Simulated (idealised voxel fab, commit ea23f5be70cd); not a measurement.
The document below concerns the process module designated voxel wiring stack.
We display cut, a cross-section 240 nm in width whose square cells are each 5 nm.
Square cells in a grid make up a cross-section in this document, and the grid is given as bands, listed from the top down, each one or more rows of cells. Band: top and bottom heights (nm) first, top before bottom; then materials from left to right, widths in nm. "edge to edge" marks a sole material filling the band edge to edge. "air" denotes empty space. For the purposes of this specification, 0 denotes the height below which the wafer in its as-received condition is composed wholly of one material, and the lowermost band, lacking a lower limit, extends downward without end, as expressed in "from 0 down". So if you see something like "30->40" for the width, read it as the top row of the band sitting at the first number and the bottom row at the second, with every row in between moving by the same amount as the last. Step note "nothing changed" = no cross-section cell changed. Any empty space of 8 cells or more lacking an open way to the top shows up in "Listed closed voids" as width x height at distance, distance from the left edge, in nm. The remark found on a step's line after its settings is issued by the simulator itself and pertains to that step. The setting "overlay nm" may be written on the line of a step. When the step uses a mask, the value reports how far to the right of the planned place the mask lay, and a negative value reports that it lay to the left.
[These are the steps we planned for the process]
step 1: RECEIVE, material Si
step 2: CONFORMAL_DEP, material SiO2, thk nm 15
step 3: DIRECTIONAL_DEP, material TiN, thk nm 5
step 4: DIRECTIONAL_DEP, material Ru, thk nm 15
step 5: PATTERN, tone cover, mask id METAL_1, material resist, width nm 25, pitch nm 55, thk nm 15, overlay nm 0
step 6: DIRECTIONAL_ETCH, etch materials Ru, depth nm 15
step 7: DIRECTIONAL_ETCH, etch materials TiN, depth nm 5
step 8: STRIP, etch materials resist
step 9: CONFORMAL_DEP, material SiCN, thk nm 5
step 10: FILL_DEP, material lowk, thk nm 5
step 11: CMP, height nm 35
step 12: CONFORMAL_DEP, material SiCN, thk nm 5
step 13: DIRECTIONAL_DEP, material SiO2, thk nm 30
step 14: DIRECTIONAL_DEP, material aC, thk nm 10
step 15: PATTERN, tone open, mask id METAL_2_HOLES, material resist, width nm 15, pitch nm 55, thk nm 25, overlay nm 0
step 16: DIRECTIONAL_ETCH, etch materials aC, depth nm 10
step 17: STRIP, etch materials resist
step 18: DIRECTIONAL_ETCH, etch materials SiO2, depth nm 30
step 19: STRIP, etch materials aC
step 20: DIRECTIONAL_DEP, material aC, thk nm 15
step 21: PATTERN, tone open, mask id METAL_2, material resist, width nm 25, pitch nm 55, thk nm 35, overlay nm 0
step 22: DIRECTIONAL_ETCH, etch materials aC, depth nm 15
step 23: STRIP, etch materials resist
step 24: DIRECTIONAL_ETCH, etch materials SiO2, depth nm 15
step 25: DIRECTIONAL_ETCH, etch materials SiCN, depth nm 5
step 26: STRIP, etch materials aC
step 27: CONFORMAL_DEP, material TiN, thk nm 5
step 28: FILL_DEP, material Ru, thk nm 5
step 29: CMP, height nm 70
step 30: CONFORMAL_DEP, material SiCN, thk nm 5
[First of two wafers - as planned]
[Cross-section: wafer on arrival = after step 1]
from 0 down  Si edge to edge
Listed closed voids: none
[Sectional view: wafer, after step 2]
from 15 to 0  SiO2 edge to edge
Rest of section, below 0: as before.
[Sectional view: wafer, after step 3]
from 20 to 15  TiN edge to edge
Rest of section, below 15: as before.
[Sectional view: wafer, after step 4]
from 35 to 20  Ru edge to edge
Rest of section, below 20: as before.
[Sectional view: wafer, after step 5]
from 50 to 35  50 nm air, then 25 nm resist, then 30 nm air, then 25 nm resist, then 30 nm air, then 25 nm resist, then 55 nm air
Rest of section, below 35: as before.
[Sectional view: wafer, after step 6]
from 50 to 35  50 nm air, then 25 nm resist, then 30 nm air, then 25 nm resist, then 30 nm air, then 25 nm resist, then 55 nm air
from 35 to 20  50 nm air, then 25 nm Ru, then 30 nm air, then 25 nm Ru, then 30 nm air, then 25 nm Ru, then 55 nm air
Rest of section, below 20: as before.
[Sectional view: wafer, after step 7]
from 50 to 35  50 nm air, then 25 nm resist, then 30 nm air, then 25 nm resist, then 30 nm air, then 25 nm resist, then 55 nm air
from 35 to 20  50 nm air, then 25 nm Ru, then 30 nm air, then 25 nm Ru, then 30 nm air, then 25 nm Ru, then 55 nm air
from 20 to 15  50 nm air, then 25 nm TiN, then 30 nm air, then 25 nm TiN, then 30 nm air, then 25 nm TiN, then 55 nm air
Rest of section, below 15: as before.
[Sectional view: wafer, after step 8]
from 35 to 20  50 nm air, then 25 nm Ru, then 30 nm air, then 25 nm Ru, then 30 nm air, then 25 nm Ru, then 55 nm air
Rest of section, below 20: as before.
[Sectional view: wafer, after step 9]
from 40 to 35  45 nm air, then 35 nm SiCN, then 20 nm air, then 35 nm SiCN, then 20 nm air, then 35 nm SiCN, then 50 nm air
from 35 to 20  45 nm air, then 5 nm SiCN, then 25 nm Ru, then 5 nm SiCN, then 20 nm air, then 5 nm SiCN, then 25 nm Ru, then 5 nm SiCN, then 20 nm air, then 5 nm SiCN, then 25 nm Ru, then 5 nm SiCN, then 50 nm air
from 20 to 15  50 nm SiCN, then 25 nm TiN, then 30 nm SiCN, then 25 nm TiN, then 30 nm SiCN, then 25 nm TiN, then 55 nm SiCN
Rest of section, below 15: as before.
[Sectional view: wafer, after step 10]
from 45 to 40  lowk edge to edge
from 40 to 35  45 nm lowk, then 35 nm SiCN, then 20 nm lowk, then 35 nm SiCN, then 20 nm lowk, then 35 nm SiCN, then 50 nm lowk
from 35 to 20  45 nm lowk, then 5 nm SiCN, then 25 nm Ru, then 5 nm SiCN, then 20 nm lowk, then 5 nm SiCN, then 25 nm Ru, then 5 nm SiCN, then 20 nm lowk, then 5 nm SiCN, then 25 nm Ru, then 5 nm SiCN, then 50 nm lowk
Rest of section, below 20: as before.
[Sectional view: wafer, after step 11]
from 35 to 20  45 nm lowk, then 5 nm SiCN, then 25 nm Ru, then 5 nm SiCN, then 20 nm lowk, then 5 nm SiCN, then 25 nm Ru, then 5 nm SiCN, then 20 nm lowk, then 5 nm SiCN, then 25 nm Ru, then 5 nm SiCN, then 50 nm lowk
Rest of section, below 20: as before.
[Sectional view: wafer, after step 12]
from 40 to 35  SiCN edge to edge
Rest of section, below 35: as before.
[Sectional view: wafer, after step 13]
from 70 to 40  SiO2 edge to edge
Rest of section, below 40: as before.
[Sectional view: wafer, after step 14]
from 80 to 70  aC edge to edge
Rest of section, below 70: as before.
[Sectional view: wafer, after step 15]
from 105 to 80  50 nm resist, then 15 nm air, then 40 nm resist, then 15 nm air, then 40 nm resist, then 15 nm air, then 65 nm resist
Rest of section, below 80: as before.
[Sectional view: wafer, after step 16]
from 95 to 80  50 nm resist, then 15 nm air, then 40 nm resist, then 15 nm air, then 40 nm resist, then 15 nm air, then 65 nm resist
from 80 to 70  50 nm aC, then 15 nm air, then 40 nm aC, then 15 nm air, then 40 nm aC, then 15 nm air, then 65 nm aC
Rest of section, below 70: as before.
[Sectional view: wafer, after step 17]
from 80 to 70  50 nm aC, then 15 nm air, then 40 nm aC, then 15 nm air, then 40 nm aC, then 15 nm air, then 65 nm aC
Rest of section, below 70: as before.
[Sectional view: wafer, after step 18]
from 80 to 70  50 nm aC, then 15 nm air, then 40 nm aC, then 15 nm air, then 40 nm aC, then 15 nm air, then 65 nm aC
from 70 to 40  50 nm SiO2, then 15 nm air, then 40 nm SiO2, then 15 nm air, then 40 nm SiO2, then 15 nm air, then 65 nm SiO2
Rest of section, below 40: as before.
[Sectional view: wafer, after step 19]
from 70 to 40  50 nm SiO2, then 15 nm air, then 40 nm SiO2, then 15 nm air, then 40 nm SiO2, then 15 nm air, then 65 nm SiO2
Rest of section, below 40: as before.
[Sectional view: wafer, after step 20]
from 85 to 70  50 nm aC, then 15 nm air, then 40 nm aC, then 15 nm air, then 40 nm aC, then 15 nm air, then 65 nm aC
from 70 to 55  50 nm SiO2, then 15 nm air, then 40 nm SiO2, then 15 nm air, then 40 nm SiO2, then 15 nm air, then 65 nm SiO2
from 55 to 40  50 nm SiO2, then 15 nm aC, then 40 nm SiO2, then 15 nm aC, then 40 nm SiO2, then 15 nm aC, then 65 nm SiO2
Rest of section, below 40: as before.
[Sectional view: wafer, after step 21]
from 120 to 85  50 nm resist, then 25 nm air, then 30 nm resist, then 25 nm air, then 30 nm resist, then 25 nm air, then 55 nm resist
Rest of section, below 85: as before.
[Sectional view: wafer, after step 22]
from 105 to 85  50 nm resist, then 25 nm air, then 30 nm resist, then 25 nm air, then 30 nm resist, then 25 nm air, then 55 nm resist
from 85 to 70  50 nm aC, then 25 nm air, then 30 nm aC, then 25 nm air, then 30 nm aC, then 25 nm air, then 55 nm aC
from 70 to 40  50 nm SiO2, then 15 nm air, then 40 nm SiO2, then 15 nm air, then 40 nm SiO2, then 15 nm air, then 65 nm SiO2
Rest of section, below 40: as before.
[Sectional view: wafer, after step 23]
from 85 to 70  50 nm aC, then 25 nm air, then 30 nm aC, then 25 nm air, then 30 nm aC, then 25 nm air, then 55 nm aC
Rest of section, below 70: as before.
[Sectional view: wafer, after step 24]
from 85 to 70  50 nm aC, then 25 nm air, then 30 nm aC, then 25 nm air, then 30 nm aC, then 25 nm air, then 55 nm aC
from 70 to 55  50 nm SiO2, then 25 nm air, then 30 nm SiO2, then 25 nm air, then 30 nm SiO2, then 25 nm air, then 55 nm SiO2
Rest of section, below 55: as before.
[Sectional view: wafer, after step 25]
from 85 to 70  50 nm aC, then 25 nm air, then 30 nm aC, then 25 nm air, then 30 nm aC, then 25 nm air, then 55 nm aC
from 70 to 55  50 nm SiO2, then 25 nm air, then 30 nm SiO2, then 25 nm air, then 30 nm SiO2, then 25 nm air, then 55 nm SiO2
from 55 to 40  50 nm SiO2, then 15 nm air, then 40 nm SiO2, then 15 nm air, then 40 nm SiO2, then 15 nm air, then 65 nm SiO2
from 40 to 35  50 nm SiCN, then 15 nm air, then 40 nm SiCN, then 15 nm air, then 40 nm SiCN, then 15 nm air, then 65 nm SiCN
Rest of section, below 35: as before.
[Sectional view: wafer, after step 26]
from 70 to 55  50 nm SiO2, then 25 nm air, then 30 nm SiO2, then 25 nm air, then 30 nm SiO2, then 25 nm air, then 55 nm SiO2
Rest of section, below 55: as before.
[Sectional view: wafer, after step 27]
from 75 to 70  55 nm TiN, then 15 nm air, then 40 nm TiN, then 15 nm air, then 40 nm TiN, then 15 nm air, then 60 nm TiN
from 70 to 60  50 nm SiO2, then 5 nm TiN, then 15 nm air, then 5 nm TiN, then 30 nm SiO2, then 5 nm TiN, then 15 nm air, then 5 nm TiN, then 30 nm SiO2, then 5 nm TiN, then 15 nm air, then 5 nm TiN, then 55 nm SiO2
from 60 to 55  50 nm SiO2, then 5 nm TiN, then 5 nm air, then 15 nm TiN, then 30 nm SiO2, then 5 nm TiN, then 5 nm air, then 15 nm TiN, then 30 nm SiO2, then 5 nm TiN, then 5 nm air, then 15 nm TiN, then 55 nm SiO2
from 55 to 40  50 nm SiO2, then 5 nm TiN, then 5 nm air, then 5 nm TiN, then 40 nm SiO2, then 5 nm TiN, then 5 nm air, then 5 nm TiN, then 40 nm SiO2, then 5 nm TiN, then 5 nm air, then 5 nm TiN, then 65 nm SiO2
from 40 to 35  50 nm SiCN, then 15 nm TiN, then 40 nm SiCN, then 15 nm TiN, then 40 nm SiCN, then 15 nm TiN, then 65 nm SiCN
Rest of section, below 35: as before.
[Sectional view: wafer, after step 28]
from 80 to 75  Ru edge to edge
from 75 to 70  55 nm TiN, then 15 nm Ru, then 40 nm TiN, then 15 nm Ru, then 40 nm TiN, then 15 nm Ru, then 60 nm TiN
from 70 to 60  50 nm SiO2, then 5 nm TiN, then 15 nm Ru, then 5 nm TiN, then 30 nm SiO2, then 5 nm TiN, then 15 nm Ru, then 5 nm TiN, then 30 nm SiO2, then 5 nm TiN, then 15 nm Ru, then 5 nm TiN, then 55 nm SiO2
from 60 to 55  50 nm SiO2, then 5 nm TiN, then 5 nm Ru, then 15 nm TiN, then 30 nm SiO2, then 5 nm TiN, then 5 nm Ru, then 15 nm TiN, then 30 nm SiO2, then 5 nm TiN, then 5 nm Ru, then 15 nm TiN, then 55 nm SiO2
from 55 to 40  50 nm SiO2, then 5 nm TiN, then 5 nm Ru, then 5 nm TiN, then 40 nm SiO2, then 5 nm TiN, then 5 nm Ru, then 5 nm TiN, then 40 nm SiO2, then 5 nm TiN, then 5 nm Ru, then 5 nm TiN, then 65 nm SiO2
Rest of section, below 40: as before.
[Sectional view: wafer, after step 29]
from 70 to 60  50 nm SiO2, then 5 nm TiN, then 15 nm Ru, then 5 nm TiN, then 30 nm SiO2, then 5 nm TiN, then 15 nm Ru, then 5 nm TiN, then 30 nm SiO2, then 5 nm TiN, then 15 nm Ru, then 5 nm TiN, then 55 nm SiO2
Rest of section, below 60: as before.
[Sectional view: wafer, after step 30]
from 75 to 70  SiCN edge to edge
Rest of section, below 70: as before.
[Second wafer, same starting conditions and recipe as the first, one mistake in executing it, nothing differs from the first up to and including step 4]
[Cross-section: second wafer, time at which step 5 was scheduled to end]
from 50 to 35  55 nm air, then 20 nm resist, then 35 nm air, then 20 nm resist, then 35 nm air, then 20 nm resist, then 55 nm air
Rest of section, below 35: as before.
[Cross-section: second wafer, time at which step 6 was scheduled to end]
from 50 to 35  55 nm air, then 20 nm resist, then 35 nm air, then 20 nm resist, then 35 nm air, then 20 nm resist, then 55 nm air
from 35 to 20  55 nm air, then 20 nm Ru, then 35 nm air, then 20 nm Ru, then 35 nm air, then 20 nm Ru, then 55 nm air
Rest of section, below 20: as before.
[Cross-section: second wafer, time at which step 7 was scheduled to end]
from 50 to 35  55 nm air, then 20 nm resist, then 35 nm air, then 20 nm resist, then 35 nm air, then 20 nm resist, then 55 nm air
from 35 to 20  55 nm air, then 20 nm Ru, then 35 nm air, then 20 nm Ru, then 35 nm air, then 20 nm Ru, then 55 nm air
from 20 to 15  55 nm air, then 20 nm TiN, then 35 nm air, then 20 nm TiN, then 35 nm air, then 20 nm TiN, then 55 nm air
Rest of section, below 15: as before.
[Cross-section: second wafer, time at which step 8 was scheduled to end]
from 35 to 20  55 nm air, then 20 nm Ru, then 35 nm air, then 20 nm Ru, then 35 nm air, then 20 nm Ru, then 55 nm air
Rest of section, below 20: as before.
[Cross-section: second wafer, time at which step 9 was scheduled to end]
from 40 to 35  50 nm air, then 30 nm SiCN, then 25 nm air, then 30 nm SiCN, then 25 nm air, then 30 nm SiCN, then 50 nm air
from 35 to 20  50 nm air, then 5 nm SiCN, then 20 nm Ru, then 5 nm SiCN, then 25 nm air, then 5 nm SiCN, then 20 nm Ru, then 5 nm SiCN, then 25 nm air, then 5 nm SiCN, then 20 nm Ru, then 5 nm SiCN, then 50 nm air
from 20 to 15  55 nm SiCN, then 20 nm TiN, then 35 nm SiCN, then 20 nm TiN, then 35 nm SiCN, then 20 nm TiN, then 55 nm SiCN
Rest of section, below 15: as before.
[Cross-section: second wafer, time at which step 10 was scheduled to end]
from 45 to 40  lowk edge to edge
from 40 to 35  50 nm lowk, then 30 nm SiCN, then 25 nm lowk, then 30 nm SiCN, then 25 nm lowk, then 30 nm SiCN, then 50 nm lowk
from 35 to 20  50 nm lowk, then 5 nm SiCN, then 20 nm Ru, then 5 nm SiCN, then 25 nm lowk, then 5 nm SiCN, then 20 nm Ru, then 5 nm SiCN, then 25 nm lowk, then 5 nm SiCN, then 20 nm Ru, then 5 nm SiCN, then 50 nm lowk
Rest of section, below 20: as before.
[Cross-section: second wafer, time at which step 11 was scheduled to end]
from 35 to 20  50 nm lowk, then 5 nm SiCN, then 20 nm Ru, then 5 nm SiCN, then 25 nm lowk, then 5 nm SiCN, then 20 nm Ru, then 5 nm SiCN, then 25 nm lowk, then 5 nm SiCN, then 20 nm Ru, then 5 nm SiCN, then 50 nm lowk
Rest of section, below 20: as before.
[Cross-section: second wafer, time at which step 12 was scheduled to end]
from 40 to 35  SiCN edge to edge
Rest of section, below 35: as before.
[Cross-section: second wafer, time at which step 13 was scheduled to end]
from 70 to 40  SiO2 edge to edge
Rest of section, below 40: as before.
[Cross-section: second wafer, time at which step 14 was scheduled to end]
from 80 to 70  aC edge to edge
Rest of section, below 70: as before.
[Cross-section: second wafer, time at which step 15 was scheduled to end]
from 105 to 80  50 nm resist, then 15 nm air, then 40 nm resist, then 15 nm air, then 40 nm resist, then 15 nm air, then 65 nm resist
Rest of section, below 80: as before.
[Cross-section: second wafer, time at which step 16 was scheduled to end]
from 95 to 80  50 nm resist, then 15 nm air, then 40 nm resist, then 15 nm air, then 40 nm resist, then 15 nm air, then 65 nm resist
from 80 to 70  50 nm aC, then 15 nm air, then 40 nm aC, then 15 nm air, then 40 nm aC, then 15 nm air, then 65 nm aC
Rest of section, below 70: as before.
[Cross-section: second wafer, time at which step 17 was scheduled to end]
from 80 to 70  50 nm aC, then 15 nm air, then 40 nm aC, then 15 nm air, then 40 nm aC, then 15 nm air, then 65 nm aC
Rest of section, below 70: as before.
[Cross-section: second wafer, time at which step 18 was scheduled to end]
from 80 to 70  50 nm aC, then 15 nm air, then 40 nm aC, then 15 nm air, then 40 nm aC, then 15 nm air, then 65 nm aC
from 70 to 40  50 nm SiO2, then 15 nm air, then 40 nm SiO2, then 15 nm air, then 40 nm SiO2, then 15 nm air, then 65 nm SiO2
Rest of section, below 40: as before.
[Cross-section: second wafer, time at which step 19 was scheduled to end]
from 70 to 40  50 nm SiO2, then 15 nm air, then 40 nm SiO2, then 15 nm air, then 40 nm SiO2, then 15 nm air, then 65 nm SiO2
Rest of section, below 40: as before.
[Cross-section: second wafer, time at which step 20 was scheduled to end]
from 85 to 70  50 nm aC, then 15 nm air, then 40 nm aC, then 15 nm air, then 40 nm aC, then 15 nm air, then 65 nm aC
from 70 to 55  50 nm SiO2, then 15 nm air, then 40 nm SiO2, then 15 nm air, then 40 nm SiO2, then 15 nm air, then 65 nm SiO2
from 55 to 40  50 nm SiO2, then 15 nm aC, then 40 nm SiO2, then 15 nm aC, then 40 nm SiO2, then 15 nm aC, then 65 nm SiO2
Rest of section, below 40: as before.
[Cross-section: second wafer, time at which step 21 was scheduled to end]
from 120 to 85  50 nm resist, then 25 nm air, then 30 nm resist, then 25 nm air, then 30 nm resist, then 25 nm air, then 55 nm resist
Rest of section, below 85: as before.
[Cross-section: second wafer, time at which step 22 was scheduled to end]
from 105 to 85  50 nm resist, then 25 nm air, then 30 nm resist, then 25 nm air, then 30 nm resist, then 25 nm air, then 55 nm resist
from 85 to 70  50 nm aC, then 25 nm air, then 30 nm aC, then 25 nm air, then 30 nm aC, then 25 nm air, then 55 nm aC
from 70 to 40  50 nm SiO2, then 15 nm air, then 40 nm SiO2, then 15 nm air, then 40 nm SiO2, then 15 nm air, then 65 nm SiO2
Rest of section, below 40: as before.
[Cross-section: second wafer, time at which step 23 was scheduled to end]
from 85 to 70  50 nm aC, then 25 nm air, then 30 nm aC, then 25 nm air, then 30 nm aC, then 25 nm air, then 55 nm aC
Rest of section, below 70: as before.
[Cross-section: second wafer, time at which step 24 was scheduled to end]
from 85 to 70  50 nm aC, then 25 nm air, then 30 nm aC, then 25 nm air, then 30 nm aC, then 25 nm air, then 55 nm aC
from 70 to 55  50 nm SiO2, then 25 nm air, then 30 nm SiO2, then 25 nm air, then 30 nm SiO2, then 25 nm air, then 55 nm SiO2
Rest of section, below 55: as before.
[Cross-section: second wafer, time at which step 25 was scheduled to end]
from 85 to 70  50 nm aC, then 25 nm air, then 30 nm aC, then 25 nm air, then 30 nm aC, then 25 nm air, then 55 nm aC
from 70 to 55  50 nm SiO2, then 25 nm air, then 30 nm SiO2, then 25 nm air, then 30 nm SiO2, then 25 nm air, then 55 nm SiO2
from 55 to 40  50 nm SiO2, then 15 nm air, then 40 nm SiO2, then 15 nm air, then 40 nm SiO2, then 15 nm air, then 65 nm SiO2
from 40 to 35  50 nm SiCN, then 15 nm air, then 40 nm SiCN, then 15 nm air, then 40 nm SiCN, then 15 nm air, then 65 nm SiCN
Rest of section, below 35: as before.
[Cross-section: second wafer, time at which step 26 was scheduled to end]
from 70 to 55  50 nm SiO2, then 25 nm air, then 30 nm SiO2, then 25 nm air, then 30 nm SiO2, then 25 nm air, then 55 nm SiO2
Rest of section, below 55: as before.
[Cross-section: second wafer, time at which step 27 was scheduled to end]
from 75 to 70  55 nm TiN, then 15 nm air, then 40 nm TiN, then 15 nm air, then 40 nm TiN, then 15 nm air, then 60 nm TiN
from 70 to 60  50 nm SiO2, then 5 nm TiN, then 15 nm air, then 5 nm TiN, then 30 nm SiO2, then 5 nm TiN, then 15 nm air, then 5 nm TiN, then 30 nm SiO2, then 5 nm TiN, then 15 nm air, then 5 nm TiN, then 55 nm SiO2
from 60 to 55  50 nm SiO2, then 5 nm TiN, then 5 nm air, then 15 nm TiN, then 30 nm SiO2, then 5 nm TiN, then 5 nm air, then 15 nm TiN, then 30 nm SiO2, then 5 nm TiN, then 5 nm air, then 15 nm TiN, then 55 nm SiO2
from 55 to 40  50 nm SiO2, then 5 nm TiN, then 5 nm air, then 5 nm TiN, then 40 nm SiO2, then 5 nm TiN, then 5 nm air, then 5 nm TiN, then 40 nm SiO2, then 5 nm TiN, then 5 nm air, then 5 nm TiN, then 65 nm SiO2
from 40 to 35  50 nm SiCN, then 15 nm TiN, then 40 nm SiCN, then 15 nm TiN, then 40 nm SiCN, then 15 nm TiN, then 65 nm SiCN
Rest of section, below 35: as before.
[Cross-section: second wafer, time at which step 28 was scheduled to end]
from 80 to 75  Ru edge to edge
from 75 to 70  55 nm TiN, then 15 nm Ru, then 40 nm TiN, then 15 nm Ru, then 40 nm TiN, then 15 nm Ru, then 60 nm TiN
from 70 to 60  50 nm SiO2, then 5 nm TiN, then 15 nm Ru, then 5 nm TiN, then 30 nm SiO2, then 5 nm TiN, then 15 nm Ru, then 5 nm TiN, then 30 nm SiO2, then 5 nm TiN, then 15 nm Ru, then 5 nm TiN, then 55 nm SiO2
from 60 to 55  50 nm SiO2, then 5 nm TiN, then 5 nm Ru, then 15 nm TiN, then 30 nm SiO2, then 5 nm TiN, then 5 nm Ru, then 15 nm TiN, then 30 nm SiO2, then 5 nm TiN, then 5 nm Ru, then 15 nm TiN, then 55 nm SiO2
from 55 to 40  50 nm SiO2, then 5 nm TiN, then 5 nm Ru, then 5 nm TiN, then 40 nm SiO2, then 5 nm TiN, then 5 nm Ru, then 5 nm TiN, then 40 nm SiO2, then 5 nm TiN, then 5 nm Ru, then 5 nm TiN, then 65 nm SiO2
Rest of section, below 40: as before.
[Cross-section: second wafer, time at which step 29 was scheduled to end]
from 70 to 60  50 nm SiO2, then 5 nm TiN, then 15 nm Ru, then 5 nm TiN, then 30 nm SiO2, then 5 nm TiN, then 15 nm Ru, then 5 nm TiN, then 30 nm SiO2, then 5 nm TiN, then 15 nm Ru, then 5 nm TiN, then 55 nm SiO2
Rest of section, below 60: as before.
[Cross-section: second wafer, time at which step 30 was scheduled to end]
from 75 to 70  SiCN edge to edge
Rest of section, below 70: as before.
Error vs. plan: planned and actual differ for step 5; actual: PATTERN, tone cover, mask id METAL_1, material resist, width nm 20, pitch nm 55, thk nm 15, overlay nm 0
Count the cells at the end and the second wafer has more or fewer of some materials than the first: -9 Ru; +3 SiCN; -3 TiN; +9 lowk
